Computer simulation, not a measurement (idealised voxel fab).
Process module in this document: voxel plated lines
The figure presents cross-section cut, which has a width of 265 nm and is divided into square cells with an edge length of 5 nm.
Cross-section layout: square cells on a grid; listed as bands, top to bottom; a band spans one or more cell rows.
Band entry format. Leading values: height of top, height of bottom, nm. Remainder: materials in left-to-right order, each with its width in nm. Special words: "full width" on a single material, which then fills the band edge to edge; "blank", empty space.
Below 0: as-received wafer, all one material; heights counted from there. Lowest band: no bottom, goes on down, written "top 0, no bottom".
Quick explanation for "30 to 40": the width changes in equal steps down the rows of cells, from the first number in the band's top row to the second number in its bottom row.
When a step is marked "no change", none of the cells in the cross-section changed during that step.
"Completely enclosed voids": empty spaces of 8 cells or more with no open way to the top, each given as width x height at distance, distance from the left edge, all in nm.
Read whatever lies past the settings on a step's line as the simulator's own remark about the step.
You can add "overlay nm" to a step's line. For a step with a mask, it describes how far the mask lay to the right of its planned position, and a negative number describes a lay to the left.
The remainder of this document consists of a sequence of paired cross-sections. Each pair presents the cross-section prior to one process step together with the cross-section following it, the latter being rendered only as deep as the lowest band that underwent change. The intervening step, together with its settings, is stated beneath each pair. Because the pairs may originate from different runs of this module on the same starting wafer, a given pair is to be read as continuing from the preceding pair only where its entry headed "Snapshot before" so indicates.

Snapshot before:
  top 0, no bottom = Si full width
  Completely enclosed voids: none

Post-Step Section View:
  top 10, bottom 0 = Al2O3 full width
  All layers under 0 are left as they were.
  Completely enclosed voids: none
What was done to get from the before section above to the after section? CONFORMAL_DEP (material Al2O3; thk nm 10)

Snapshot before: It is represented by the cross-section appearing after the step of the pair directly above.

Post-Step Section View:
  top 15, bottom 10 = TiN full width
  All layers under 10 are left as they were.
  Completely enclosed voids: none
What was done to get from the before section above to the after section? DIRECTIONAL_DEP (material TiN; thk nm 5)

Snapshot before: It is represented by the cross-section appearing after the step of the pair directly above.

Post-Step Section View:
  top 35, bottom 15 = 95 of resist  25 of blank  20 of resist  25 of blank  100 of resist
  All layers under 15 are left as they were.
  Completely enclosed voids: none
What was done to get from the before section above to the after section? PATTERN (tone open; mask id LINES; material resist; width nm 25; pitch nm 45; thk nm 20; overlay nm 0)

Snapshot before: It is represented by the cross-section appearing after the step of the pair directly above.

Post-Step Section View:
  top 35, bottom 20 = 95 of resist  25 of blank  20 of resist  25 of blank  100 of resist
  top 20, bottom 15 = 95 of resist  25 of Ru  20 of resist  25 of Ru  100 of resist
  All layers under 15 are left as they were.
  Completely enclosed voids: none
What was done to get from the before section above to the after section? EPI (material Ru; thk nm 5)

Snapshot before: It is represented by the cross-section appearing after the step of the pair directly above.

Post-Step Section View:
  top 20, bottom 15 = 95 of blank  25 of Ru  20 of blank  25 of Ru  100 of blank
  All layers under 15 are left as they were.
  Completely enclosed voids: none
What was done to get from the before section above to the after section? STRIP (etch materials resist)

Snapshot before: It is represented by the cross-section appearing after the step of the pair directly above.

Post-Step Section View:
  top 20, bottom 15 = 95 of blank  25 of Ru  20 of blank  25 of Ru  100 of blank
  top 15, bottom 10 = 95 of blank  25 of TiN  20 of blank  25 of TiN  100 of blank
  All layers under 10 are left as they were.
  Completely enclosed voids: none
What was done to get from the before section above to the after section? DIRECTIONAL_ETCH (etch materials TiN; depth nm 5)

Snapshot before: It is represented by the cross-section appearing after the step of the pair directly above.

Post-Step Section View:
  top 30, bottom 20 = 85 of blank  90 of SiCN  90 of blank
  top 20, bottom 15 = 95 of SiCN  25 of Ru  20 of SiCN  25 of Ru  100 of SiCN
  top 15, bottom 10 = 95 of SiCN  25 of TiN  20 of SiCN  25 of TiN  100 of SiCN
  All layers under 10 are left as they were.
  Completely enclosed voids: none
What was done to get from the before section above to the after section? CONFORMAL_DEP (material SiCN; thk nm 10)

Snapshot before:
  top 0, no bottom = Si full width
  Completely enclosed voids: none

Post-Step Section View:
  top 5, bottom 0 = TiN full width
  All layers under 0 are left as they were.
  Completely enclosed voids: none
What was done to get from the before section above to the after section? DIRECTIONAL_DEP (material TiN; thk nm 5)

Snapshot before: It is represented by the cross-section appearing after the step of the pair directly above.

Post-Step Section View:
  top 25, bottom 5 = 95 of resist  25 of blank  20 of resist  25 of blank  100 of resist
  All layers under 5 are left as they were.
  Completely enclosed voids: none
What was done to get from the before section above to the after section? PATTERN (tone open; mask id LINES; material resist; width nm 25; pitch nm 45; thk nm 20; overlay nm 0)

Snapshot before: It is represented by the cross-section appearing after the step of the pair directly above.

Post-Step Section View:
  top 25, bottom 10 = 95 of resist  25 of blank  20 of resist  25 of blank  100 of resist
  top 10, bottom 5 = 95 of resist  25 of Ru  20 of resist  25 of Ru  100 of resist
  All layers under 5 are left as they were.
  Completely enclosed voids: none
What was done to get from the before section above to the after section? EPI (material Ru; thk nm 5)

Snapshot before: It is represented by the cross-section appearing after the step of the pair directly above.

Post-Step Section View:
  top 10, bottom 5 = 95 of blank  25 of Ru  20 of blank  25 of Ru  100 of blank
  All layers under 5 are left as they were.
  Completely enclosed voids: none
What was done to get from the before section above to the after section? STRIP (etch materials resist)

Snapshot before: It is represented by the cross-section appearing after the step of the pair directly above.

Post-Step Section View:
  top 10, bottom 5 = 95 of blank  25 of Ru  20 of blank  25 of Ru  100 of blank
  top 5, bottom 0 = 95 of blank  25 of TiN  20 of blank  25 of TiN  100 of blank
  All layers under 0 are left as they were.
  Completely enclosed voids: none
What was done to get from the before section above to the after section? DIRECTIONAL_ETCH (etch materials TiN; depth nm 5)

Snapshot before: It is represented by the cross-section appearing after the step of the pair directly above.

Post-Step Section View:
  top 20, bottom 10 = 85 of blank  90 of SiCN  90 of blank
  top 10, bottom 5 = 95 of SiCN  25 of Ru  20 of SiCN  25 of Ru  100 of SiCN
  top 5, bottom 0 = 95 of SiCN  25 of TiN  20 of SiCN  25 of TiN  100 of SiCN
  All layers under 0 are left as they were.
  Completely enclosed voids: none
What was done to get from the before section above to the after section? CONFORMAL_DEP (material SiCN; thk nm 10)

Snapshot before:
  top 5, bottom 0 = TiN full width
  top 0, no bottom = Si full width
  Completely enclosed voids: none

Post-Step Section View:
  top 15, bottom 5 = Al2O3 full width
  All layers under 5 are left as they were.
  Completely enclosed voids: none
What was done to get from the before section above to the after section? CONFORMAL_DEP (material Al2O3; thk nm 10)

Snapshot before: It is represented by the cross-section appearing after the step of the pair directly above.

Post-Step Section View:
  top 35, bottom 15 = 95 of resist  25 of blank  20 of resist  25 of blank  100 of resist
  All layers under 15 are left as they were.
  Completely enclosed voids: none
What was done to get from the before section above to the after section? PATTERN (tone open; mask id LINES; material resist; width nm 25; pitch nm 45; thk nm 20; overlay nm 0)

Snapshot before: It is represented by the cross-section appearing after the step of the pair directly above.

Post-Step Section View:
  top 15, bottom 5 = Al2O3 full width
  All layers under 5 are left as they were.
  Completely enclosed voids: none
What was done to get from the before section above to the after section? STRIP (etch materials resist)

Snapshot before: It is represented by the cross-section appearing after the step of the pair directly above.

Post-Step Section View:
  top 25, bottom 15 = SiCN full width
  All layers under 15 are left as they were.
  Completely enclosed voids: none
What was done to get from the before section above to the after section? CONFORMAL_DEP (material SiCN; thk nm 10)

Snapshot before:
  top 0, no bottom = Si full width
  Completely enclosed voids: none

Post-Step Section View:
  top 15, bottom 0 = Al2O3 full width
  All layers under 0 are left as they were.
  Completely enclosed voids: none
What was done to get from the before section above to the after section? CONFORMAL_DEP (material Al2O3; thk nm 15)

Snapshot before: It is represented by the cross-section appearing after the step of the pair directly above.

Post-Step Section View:
  top 20, bottom 15 = TiN full width
  All layers under 15 are left as they were.
  Completely enclosed voids: none
What was done to get from the before section above to the after section? DIRECTIONAL_DEP (material TiN; thk nm 5)

Snapshot before: It is represented by the cross-section appearing after the step of the pair directly above.

Post-Step Section View:
  top 40, bottom 20 = 95 of resist  25 of blank  20 of resist  25 of blank  100 of resist
  All layers under 20 are left as they were.
  Completely enclosed voids: none
What was done to get from the before section above to the after section? PATTERN (tone open; mask id LINES; material resist; width nm 25; pitch nm 45; thk nm 20; overlay nm 0)

Snapshot before: It is represented by the cross-section appearing after the step of the pair directly above.

Post-Step Section View:
  top 40, bottom 25 = 95 of resist  25 of blank  20 of resist  25 of blank  100 of resist
  top 25, bottom 20 = 95 of resist  25 of Ru  20 of resist  25 of Ru  100 of resist
  All layers under 20 are left as they were.
  Completely enclosed voids: none
What was done to get from the before section above to the after section? EPI (material Ru; thk nm 5)

Snapshot before: It is represented by the cross-section appearing after the step of the pair directly above.

Post-Step Section View:
  top 25, bottom 20 = 95 of blank  25 of Ru  20 of blank  25 of Ru  100 of blank
  All layers under 20 are left as they were.
  Completely enclosed voids: none
What was done to get from the before section above to the after section? STRIP (etch materials resist)

Snapshot before: It is represented by the cross-section appearing after the step of the pair directly above.

Post-Step Section View:
  top 25, bottom 20 = 95 of blank  25 of Ru  20 of blank  25 of Ru  100 of blank
  top 20, bottom 15 = 95 of blank  25 of TiN  20 of blank  25 of TiN  100 of blank
  All layers under 15 are left as they were.
  Completely enclosed voids: none
What was done to get from the before section above to the after section? DIRECTIONAL_ETCH (etch materials TiN; depth nm 5)

Snapshot before: It is represented by the cross-section appearing after the step of the pair directly above.

Post-Step Section View:
  top 35, bottom 25 = 85 of blank  90 of SiCN  90 of blank
  top 25, bottom 20 = 95 of SiCN  25 of Ru  20 of SiCN  25 of Ru  100 of SiCN
  top 20, bottom 15 = 95 of SiCN  25 of TiN  20 of SiCN  25 of TiN  100 of SiCN
  All layers under 15 are left as they were.
  Completely enclosed voids: none
What was done to get from the before section above to the after section? CONFORMAL_DEP (material SiCN; thk nm 10)

Snapshot before:
  top 15, bottom 10 = TiN full width
  top 10, bottom 0 = Al2O3 full width
  top 0, no bottom = Si full width
  Completely enclosed voids: none

Post-Step Section View:
  top 35, bottom 15 = 95 of resist  30 of blank  15 of resist  30 of blank  95 of resist
  All layers under 15 are left as they were.
  Completely enclosed voids: none
What was done to get from the before section above to the after section? PATTERN (tone open; mask id LINES; material resist; width nm 30; pitch nm 45; thk nm 20; overlay nm 0)

Snapshot before: It is represented by the cross-section appearing after the step of the pair directly above.

Post-Step Section View:
  top 35, bottom 20 = 95 of resist  30 of blank  15 of resist  30 of blank  95 of resist
  top 20, bottom 15 = 95 of resist  30 of Ru  15 of resist  30 of Ru  95 of resist
  All layers under 15 are left as they were.
  Completely enclosed voids: none
What was done to get from the before section above to the after section? EPI (material Ru; thk nm 5)

Snapshot before: It is represented by the cross-section appearing after the step of the pair directly above.

Post-Step Section View:
  top 20, bottom 15 = 95 of blank  30 of Ru  15 of blank  30 of Ru  95 of blank
  All layers under 15 are left as they were.
  Completely enclosed voids: none
What was done to get from the before section above to the after section? STRIP (etch materials resist)

Snapshot before: It is represented by the cross-section appearing after the step of the pair directly above.

Post-Step Section View:
  top 20, bottom 15 = 95 of blank  30 of Ru  15 of blank  30 of Ru  95 of blank
  top 15, bottom 10 = 95 of blank  30 of TiN  15 of blank  30 of TiN  95 of blank
  All layers under 10 are left as they were.
  Completely enclosed voids: none
What was done to get from the before section above to the after section? DIRECTIONAL_ETCH (etch materials TiN; depth nm 5)

Snapshot before: It is represented by the cross-section appearing after the step of the pair directly above.

Post-Step Section View:
  top 30, bottom 20 = 85 of blank  95 of SiCN  85 of blank
  top 20, bottom 15 = 95 of SiCN  30 of Ru  15 of SiCN  30 of Ru  95 of SiCN
  top 15, bottom 10 = 95 of SiCN  30 of TiN  15 of SiCN  30 of TiN  95 of SiCN
  All layers under 10 are left as they were.
  Completely enclosed voids: none
What was done to get from the before section above to the after section? CONFORMAL_DEP (material SiCN; thk nm 10)

Snapshot before:
  top 15, bottom 10 = TiN full width
  top 10, bottom 0 = Al2O3 full width
  top 0, no bottom = Si full width
  Completely enclosed voids: none

Post-Step Section View:
  top 35, bottom 15 = 90 of resist  25 of blank  20 of resist  25 of blank  105 of resist
  All layers under 15 are left as they were.
  Completely enclosed voids: none
What was done to get from the before section above to the after section? PATTERN (tone open; mask id LINES; material resist; width nm 25; pitch nm 45; thk nm 20; overlay nm -5)

Snapshot before: It is represented by the cross-section appearing after the step of the pair directly above.

Post-Step Section View:
  top 35, bottom 20 = 90 of resist  25 of blank  20 of resist  25 of blank  105 of resist
  top 20, bottom 15 = 90 of resist  25 of Ru  20 of resist  25 of Ru  105 of resist
  All layers under 15 are left as they were.
  Completely enclosed voids: none
What was done to get from the before section above to the after section? EPI (material Ru; thk nm 5)

Snapshot before: It is represented by the cross-section appearing after the step of the pair directly above.

Post-Step Section View:
  top 20, bottom 15 = 90 of blank  25 of Ru  20 of blank  25 of Ru  105 of blank
  All layers under 15 are left as they were.
  Completely enclosed voids: none
What was done to get from the before section above to the after section? STRIP (etch materials resist)

Snapshot before: It is represented by the cross-section appearing after the step of the pair directly above.

Post-Step Section View:
  top 20, bottom 15 = 90 of blank  25 of Ru  20 of blank  25 of Ru  105 of blank
  top 15, bottom 10 = 90 of blank  25 of TiN  20 of blank  25 of TiN  105 of blank
  All layers under 10 are left as they were.
  Completely enclosed voids: none
What was done to get from the before section above to the after section? DIRECTIONAL_ETCH (etch materials TiN; depth nm 5)

Snapshot before: It is represented by the cross-section appearing after the step of the pair directly above.

Post-Step Section View:
  top 30, bottom 20 = 80 of blank  90 of SiCN  95 of blank
  top 20, bottom 15 = 90 of SiCN  25 of Ru  20 of SiCN  25 of Ru  105 of SiCN
  top 15, bottom 10 = 90 of SiCN  25 of TiN  20 of SiCN  25 of TiN  105 of SiCN
  All layers under 10 are left as they were.
  Completely enclosed voids: none
What was done to get from the before section above to the after section? CONFORMAL_DEP (material SiCN; thk nm 10)

Snapshot before:
  top 20, bottom 15 = 95 of blank  25 of Ru  20 of blank  25 of Ru  100 of blank
  top 15, bottom 10 = 95 of blank  25 of TiN  20 of blank  25 of TiN  100 of blank
  top 10, bottom 0 = Al2O3 full width
  top 0, no bottom = Si full width
  Completely enclosed voids: none

Post-Step Section View:
  top 30, bottom 20 = 85 of blank  90 of Al2O3  90 of blank
  top 20, bottom 15 = 95 of Al2O3  25 of Ru  20 of Al2O3  25 of Ru  100 of Al2O3
  top 15, bottom 10 = 95 of Al2O3  25 of TiN  20 of Al2O3  25 of TiN  100 of Al2O3
  All layers under 10 are left as they were.
  Completely enclosed voids: none
What was done to get from the before section above to the after section? CONFORMAL_DEP (material Al2O3; thk nm 10)

Snapshot before:
  top 15, bottom 10 = TiN full width
  top 10, bottom 0 = Al2O3 full width
  top 0, no bottom = Si full width
  Completely enclosed voids: none

Post-Step Section View:
  top 35, bottom 15 = 95 of blank  25 of resist  20 of blank  25 of resist  100 of blank
  All layers under 15 are left as they were.
  Completely enclosed voids: none
What was done to get from the before section above to the after section? PATTERN (tone cover; mask id LINES; material resist; width nm 25; pitch nm 45; thk nm 20; overlay nm 0)

Snapshot before: It is represented by the cross-section appearing after the step of the pair directly above.

Post-Step Section View:
  top 35, bottom 20 = 95 of blank  25 of resist  20 of blank  25 of resist  100 of blank
  top 20, bottom 15 = 95 of Ru  25 of resist  20 of Ru  25 of resist  100 of Ru
  All layers under 15 are left as they were.
  Completely enclosed voids: none
What was done to get from the before section above to the after section? EPI (material Ru; thk nm 5)

Snapshot before: It is represented by the cross-section appearing after the step of the pair directly above.

Post-Step Section View:
  top 20, bottom 15 = 95 of Ru  25 of blank  20 of Ru  25 of blank  100 of Ru
  All layers under 15 are left as they were.
  Completely enclosed voids: none
What was done to get from the before section above to the after section? STRIP (etch materials resist)

Snapshot before: It is represented by the cross-section appearing after the step of the pair directly above.

Post-Step Section View:
  top 20, bottom 15 = 95 of Ru  25 of blank  20 of Ru  25 of blank  100 of Ru
  top 15, bottom 10 = 95 of TiN  25 of blank  20 of TiN  25 of blank  100 of TiN
  All layers under 10 are left as they were.
  Completely enclosed voids: none
What was done to get from the before section above to the after section? DIRECTIONAL_ETCH (etch materials TiN; depth nm 5)

Snapshot before: It is represented by the cross-section appearing after the step of the pair directly above.

Post-Step Section View:
  top 30, bottom 20 = 105 of SiCN  5 of blank  40 of SiCN  5 of blank  110 of SiCN
  top 20, bottom 15 = 95 of Ru  25 of SiCN  20 of Ru  25 of SiCN  100 of Ru
  top 15, bottom 10 = 95 of TiN  25 of SiCN  20 of TiN  25 of SiCN  100 of TiN
  All layers under 10 are left as they were.
  Completely enclosed voids: none
What was done to get from the before section above to the after section? CONFORMAL_DEP (material SiCN; thk nm 10)
